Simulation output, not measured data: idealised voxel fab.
Process module heading - voxel transistor to metal
Square cells of 5 nm make up the cross-section cut, whose width is 265 nm.
Throughout this document, each cross-section is represented as a grid of square cells and is presented as a sequence of bands enumerated from the top downward, where a band comprises one or more rows of cells.
What a band's entry tells you: where the top is and where the bottom is, as heights in nm, and after that what lies inside, material by material from left to right, each with its width in nm. Empty space is written as the word "empty", and a single material marked with the word "throughout" occupies the band from edge to edge.
Heights from 0 (as-received wafer is one material below). Bottom band endless downward, as "0 -> down".
Note: "30->40" means the width goes from the first number (top row of the band) to the second number (bottom row) in equal steps per row of cells.
"no alterations made" means the step left every cell of the cross-section as it was.
Listed in "Unvented cavities": every empty space of 8 or more cells without an open way to the top. Form: width x height at distance, the distance being from the left edge, all in nm.
The remark found on a step's line after its settings is issued by the simulator itself and pertains to that step.
The optional step-line setting "overlay nm" applies to steps with a mask and quantifies how far to the right of its planned location the mask lay, a negative value indicating leftward placement.
Guide to the pairs. Each holds a before and an after cross-section around one process step; the after cross-section is cut off at the lowest band that changed. Look under the pair for the step between them and its settings. Pairs can come from different runs of this module on the same starting wafer, so a pair follows on from the one above it only where its entry headed "Cross-section, before" says it does.
**Cross-section, before**
    50 -> 30  resist: 25, empty: 15, resist: 55, empty: 15, resist: 40, empty: 15, resist: 55, empty: 15, resist: 30
    30 -> 20  SiO2 throughout
    20 -> 10  SiO2: 50, SiN: 5, HfO2: 5, TiN: 5, W: 5, TiN: 5, HfO2: 5, SiN: 5, SiO2: 90, SiN: 5, HfO2: 5, TiN: 5, W: 5, TiN: 5, HfO2: 5, SiN: 5, SiO2: 55
    10 -> 5  SiO2: 50, SiN: 5, HfO2: 5, TiN: 15, HfO2: 5, SiN: 5, SiO2: 90, SiN: 5, HfO2: 5, TiN: 15, HfO2: 5, SiN: 5, SiO2: 55
    5 -> 0  SiO2: 15, SiN: 5, SiO2: 30, HfO2: 35, SiO2: 30, SiN: 5, SiO2: 20, SiN: 5, SiO2: 30, HfO2: 35, SiO2: 30, SiN: 5, SiO2: 20
    0 -> -5  nSi: 15, SiO2: 105, nSi: 20, SiO2: 105, nSi: 20
    -5 -> -35  Si: 15, SiO2: 105, Si: 20, SiO2: 105, Si: 20
    -35 -> down  Si throughout
    Unvented cavities: none
**Structure After Step**
    50 -> 30  resist: 25, empty: 15, resist: 55, empty: 15, resist: 40, empty: 15, resist: 55, empty: 15, resist: 30
    30 -> 20  SiO2: 25, empty: 15, SiO2: 55, empty: 15, SiO2: 40, empty: 15, SiO2: 55, empty: 15, SiO2: 30
    20 -> 10  SiO2: 25, empty: 15, SiO2: 10, SiN: 5, HfO2: 5, TiN: 5, W: 5, TiN: 5, HfO2: 5, SiN: 5, SiO2: 10, empty: 15, SiO2: 40, empty: 15, SiO2: 10, SiN: 5, HfO2: 5, TiN: 5, W: 5, TiN: 5, HfO2: 5, SiN: 5, SiO2: 10, empty: 15, SiO2: 30
    10 -> 5  SiO2: 25, empty: 15, SiO2: 10, SiN: 5, HfO2: 5, TiN: 15, HfO2: 5, SiN: 5, SiO2: 10, empty: 15, SiO2: 40, empty: 15, SiO2: 10, SiN: 5, HfO2: 5, TiN: 15, HfO2: 5, SiN: 5, SiO2: 10, empty: 15, SiO2: 30
    5 -> 0  SiO2: 15, SiN: 5, SiO2: 5, empty: 15, SiO2: 10, HfO2: 35, SiO2: 10, empty: 15, SiO2: 5, SiN: 5, SiO2: 20, SiN: 5, SiO2: 5, empty: 15, SiO2: 10, HfO2: 35, SiO2: 10, empty: 15, SiO2: 5, SiN: 5, SiO2: 20
    All layers under 0 are left as they were.
    Unvented cavities: none
Between the two cross-sections you see above, the step is DIRECTIONAL_ETCH,etch materials SiO2,depth nm 30
Cross-section, before: starting point is the after cross-section of the pair just above.
**Structure After Step**
    30 -> 20  SiO2: 25, empty: 15, SiO2: 55, empty: 15, SiO2: 40, empty: 15, SiO2: 55, empty: 15, SiO2: 30
    All layers under 20 are left as they were.
    Unvented cavities: none
Between the two cross-sections you see above, the step is STRIP,etch materials resist
Cross-section, before: starting point is the after cross-section of the pair just above.
**Structure After Step**
    35 -> 30  TiN: 30, empty: 5, TiN: 65, empty: 5, TiN: 50, empty: 5, TiN: 65, empty: 5, TiN: 35
    30 -> 20  SiO2: 25, TiN: 5, empty: 5, TiN: 5, SiO2: 55, TiN: 5, empty: 5, TiN: 5, SiO2: 40, TiN: 5, empty: 5, TiN: 5, SiO2: 55, TiN: 5, empty: 5, TiN: 5, SiO2: 30
    20 -> 10  SiO2: 25, TiN: 5, empty: 5, TiN: 5, SiO2: 10, SiN: 5, HfO2: 5, TiN: 5, W: 5, TiN: 5, HfO2: 5, SiN: 5, SiO2: 10, TiN: 5, empty: 5, TiN: 5, SiO2: 40, TiN: 5, empty: 5, TiN: 5, SiO2: 10, SiN: 5, HfO2: 5, TiN: 5, W: 5, TiN: 5, HfO2: 5, SiN: 5, SiO2: 10, TiN: 5, empty: 5, TiN: 5, SiO2: 30
    10 -> 5  SiO2: 25, TiN: 5, empty: 5, TiN: 5, SiO2: 10, SiN: 5, HfO2: 5, TiN: 15, HfO2: 5, SiN: 5, SiO2: 10, TiN: 5, empty: 5, TiN: 5, SiO2: 40, TiN: 5, empty: 5, TiN: 5, SiO2: 10, SiN: 5, HfO2: 5, TiN: 15, HfO2: 5, SiN: 5, SiO2: 10, TiN: 5, empty: 5, TiN: 5, SiO2: 30
    5 -> 0  SiO2: 15, SiN: 5, SiO2: 5, TiN: 15, SiO2: 10, HfO2: 35, SiO2: 10, TiN: 15, SiO2: 5, SiN: 5, SiO2: 20, SiN: 5, SiO2: 5, TiN: 15, SiO2: 10, HfO2: 35, SiO2: 10, TiN: 15, SiO2: 5, SiN: 5, SiO2: 20
    All layers under 0 are left as they were.
    Unvented cavities: none
Between the two cross-sections you see above, the step is CONFORMAL_DEP,material TiN,thk nm 5
Cross-section, before: starting point is the after cross-section of the pair just above.
**Structure After Step**
    45 -> 35  Ru throughout
    35 -> 30  TiN: 30, Ru: 5, TiN: 65, Ru: 5, TiN: 50, Ru: 5, TiN: 65, Ru: 5, TiN: 35
    30 -> 20  SiO2: 25, TiN: 5, Ru: 5, TiN: 5, SiO2: 55, TiN: 5, Ru: 5, TiN: 5, SiO2: 40, TiN: 5, Ru: 5, TiN: 5, SiO2: 55, TiN: 5, Ru: 5, TiN: 5, SiO2: 30
    20 -> 10  SiO2: 25, TiN: 5, Ru: 5, TiN: 5, SiO2: 10, SiN: 5, HfO2: 5, TiN: 5, W: 5, TiN: 5, HfO2: 5, SiN: 5, SiO2: 10, TiN: 5, Ru: 5, TiN: 5, SiO2: 40, TiN: 5, Ru: 5, TiN: 5, SiO2: 10, SiN: 5, HfO2: 5, TiN: 5, W: 5, TiN: 5, HfO2: 5, SiN: 5, SiO2: 10, TiN: 5, Ru: 5, TiN: 5, SiO2: 30
    10 -> 5  SiO2: 25, TiN: 5, Ru: 5, TiN: 5, SiO2: 10, SiN: 5, HfO2: 5, TiN: 15, HfO2: 5, SiN: 5, SiO2: 10, TiN: 5, Ru: 5, TiN: 5, SiO2: 40, TiN: 5, Ru: 5, TiN: 5, SiO2: 10, SiN: 5, HfO2: 5, TiN: 15, HfO2: 5, SiN: 5, SiO2: 10, TiN: 5, Ru: 5, TiN: 5, SiO2: 30
    All layers under 5 are left as they were.
    Unvented cavities: none
Between the two cross-sections you see above, the step is FILL_DEP,material Ru,thk nm 10
Cross-section, before: starting point is the after cross-section of the pair just above.
**Structure After Step**
    30 -> 20  SiO2: 25, TiN: 5, Ru: 5, TiN: 5, SiO2: 55, TiN: 5, Ru: 5, TiN: 5, SiO2: 40, TiN: 5, Ru: 5, TiN: 5, SiO2: 55, TiN: 5, Ru: 5, TiN: 5, SiO2: 30
    All layers under 20 are left as they were.
    Unvented cavities: none
Between the two cross-sections you see above, the step is CMP,height nm 30
Cross-section, before: starting point is the after cross-section of the pair just above.
**Structure After Step**
    35 -> 30  SiN throughout
    All layers under 30 are left as they were.
    Unvented cavities: none
Between the two cross-sections you see above, the step is CONFORMAL_DEP,material SiN,thk nm 5
Cross-section, before: starting point is the after cross-section of the pair just above.
**Structure After Step**
    50 -> 35  lowk throughout
    All layers under 35 are left as they were.
    Unvented cavities: none
Between the two cross-sections you see above, the step is DIRECTIONAL_DEP,material lowk,thk nm 15
Cross-section, before: starting point is the after cross-section of the pair just above.
**Structure After Step**
    65 -> 50  resist: 25, empty: 15, resist: 55, empty: 15, resist: 40, empty: 15, resist: 55, empty: 15, resist: 30
    All layers under 50 are left as they were.
    Unvented cavities: none
Between the two cross-sections you see above, the step is PATTERN,tone open,mask id METAL_1,material resist,width nm 15,thk nm 15,overlay nm 0
Cross-section, before: starting point is the after cross-section of the pair just above.
**Structure After Step**
    65 -> 50  resist: 25, empty: 15, resist: 55, empty: 15, resist: 40, empty: 15, resist: 55, empty: 15, resist: 30
    50 -> 35  lowk: 25, empty: 15, lowk: 55, empty: 15, lowk: 40, empty: 15, lowk: 55, empty: 15, lowk: 30
    All layers under 35 are left as they were.
    Unvented cavities: none
Between the two cross-sections you see above, the step is DIRECTIONAL_ETCH,etch materials lowk,depth nm 15
Cross-section, before: starting point is the after cross-section of the pair just above.
**Structure After Step**
    65 -> 50  resist: 25, empty: 15, resist: 55, empty: 15, resist: 40, empty: 15, resist: 55, empty: 15, resist: 30
    50 -> 35  lowk: 25, empty: 15, lowk: 55, empty: 15, lowk: 40, empty: 15, lowk: 55, empty: 15, lowk: 30
    35 -> 30  SiN: 25, empty: 15, SiN: 55, empty: 15, SiN: 40, empty: 15, SiN: 55, empty: 15, SiN: 30
    All layers under 30 are left as they were.
    Unvented cavities: none
Between the two cross-sections you see above, the step is DIRECTIONAL_ETCH,etch materials SiN,depth nm 5
Cross-section, before: starting point is the after cross-section of the pair just above.
**Structure After Step**
    50 -> 35  lowk: 25, empty: 15, lowk: 55, empty: 15, lowk: 40, empty: 15, lowk: 55, empty: 15, lowk: 30
    All layers under 35 are left as they were.
    Unvented cavities: none
Between the two cross-sections you see above, the step is STRIP,etch materials resist
Cross-section, before: starting point is the after cross-section of the pair just above.
**Structure After Step**
    55 -> 50  TiN: 30, empty: 5, TiN: 65, empty: 5, TiN: 50, empty: 5, TiN: 65, empty: 5, TiN: 35
    50 -> 35  lowk: 25, TiN: 5, empty: 5, TiN: 5, lowk: 55, TiN: 5, empty: 5, TiN: 5, lowk: 40, TiN: 5, empty: 5, TiN: 5, lowk: 55, TiN: 5, empty: 5, TiN: 5, lowk: 30
    35 -> 30  SiN: 25, TiN: 15, SiN: 55, TiN: 15, SiN: 40, TiN: 15, SiN: 55, TiN: 15, SiN: 30
    All layers under 30 are left as they were.
    Unvented cavities: none
Between the two cross-sections you see above, the step is CONFORMAL_DEP,material TiN,thk nm 5
Cross-section, before: starting point is the after cross-section of the pair just above.
**Structure After Step**
    60 -> 55  Cu throughout
    55 -> 50  TiN: 30, Cu: 5, TiN: 65, Cu: 5, TiN: 50, Cu: 5, TiN: 65, Cu: 5, TiN: 35
    50 -> 35  lowk: 25, TiN: 5, Cu: 5, TiN: 5, lowk: 55, TiN: 5, Cu: 5, TiN: 5, lowk: 40, TiN: 5, Cu: 5, TiN: 5, lowk: 55, TiN: 5, Cu: 5, TiN: 5, lowk: 30
    All layers under 35 are left as they were.
    Unvented cavities: none
Between the two cross-sections you see above, the step is FILL_DEP,material Cu,thk nm 5
Cross-section, before: starting point is the after cross-section of the pair just above.
**Structure After Step**
    50 -> 35  lowk: 25, TiN: 5, Cu: 5, TiN: 5, lowk: 55, TiN: 5, Cu: 5, TiN: 5, lowk: 40, TiN: 5, Cu: 5, TiN: 5, lowk: 55, TiN: 5, Cu: 5, TiN: 5, lowk: 30
    All layers under 35 are left as they were.
    Unvented cavities: none
Between the two cross-sections you see above, the step is CMP,height nm 50
Cross-section, before: starting point is the after cross-section of the pair just above.
**Structure After Step**
    55 -> 50  empty: 20, Ru: 25, empty: 45, Ru: 25, empty: 30, Ru: 25, empty: 45, Ru: 25, empty: 25
    All layers under 50 are left as they were.
    Unvented cavities: none
Between the two cross-sections you see above, the step is EPI,material Ru,thk nm 5
Cross-section, before: starting point is the after cross-section of the pair just above.
**Structure After Step**
    60 -> 55  SiCN throughout
    55 -> 50  SiCN: 20, Ru: 25, SiCN: 45, Ru: 25, SiCN: 30, Ru: 25, SiCN: 45, Ru: 25, SiCN: 25
    All layers under 50 are left as they were.
    Unvented cavities: none
Between the two cross-sections you see above, the step is FILL_DEP,material SiCN,thk nm 5
